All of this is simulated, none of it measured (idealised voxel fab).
process module | voxel double patterning
cross-section cut | 220 nm wide | cells 5 nm
A cross-section is a grid of square cells, given in bands from the top down. A band is one or more rows of cells.
Each band's line starts with the height of the band's top and of its bottom, in nm. Then come its materials from left to right, each with its width in nm. One material with "throughout" fills the band from edge to edge. "air" is empty space.
Height 0 is the level under which the wafer as received is all one material. The lowest band goes on downwards, as in "0 down".
A width such as "30 to 40" changes by the same amount from each row of cells to the next, from the band's top row to its bottom row.
"no change" after a step means that no cell of the cross-section changed.
closed voids: empty space of 8 cells or more with no open way to the top, each as width x height at its distance from the left edge, in nm
after a step's settings: what the simulator itself notes on the step
overlay nm, on a step with a mask: how far to the right of its planned place the mask lay; to the left if negative
plan
1 op RECEIVE | material Si
2 op CONFORMAL_DEP | material SiO2 | thk nm 10
3 op DIRECTIONAL_DEP | material TiN | thk nm 20
4 op DIRECTIONAL_DEP | material SiCN | thk nm 5
5 op MASKED_ETCH | tone open | mask id FIRST | width nm 15 | pitch nm 50 | etch materials SiCN | depth nm 5 | overlay nm 0
6 op DIRECTIONAL_DEP | material aC | thk nm 15
7 op PATTERN | tone open | mask id SECOND | material resist | width nm 15 | pitch nm 50 | thk nm 35 | overlay nm 0
8 op DIRECTIONAL_ETCH | etch materials aC | depth nm 15
9 op STRIP | etch materials resist
10 op DIRECTIONAL_ETCH | etch materials SiCN | depth nm 5
11 op STRIP | etch materials aC
12 op DIRECTIONAL_ETCH | etch materials TiN | depth nm 20
13 op STRIP | etch materials SiCN
as received, after step 1
  0 down: Si throughout
  closed voids: none
a wafer at the end: this start, this plan, one mistake
  30 to 10: TiN 50 | air 20 | TiN 5 | air 15 | TiN 10 | air 20 | TiN 5 | air 15 | TiN 10 | air 20 | TiN 50
  10 to 0: SiO2 throughout
  0 down: Si throughout
  closed voids: none
what went wrong: step 5 ran as: op MASKED_ETCH | tone open | mask id FIRST | width nm 20 | pitch nm 50 | etch materials SiCN | depth nm 5 | overlay nm 0
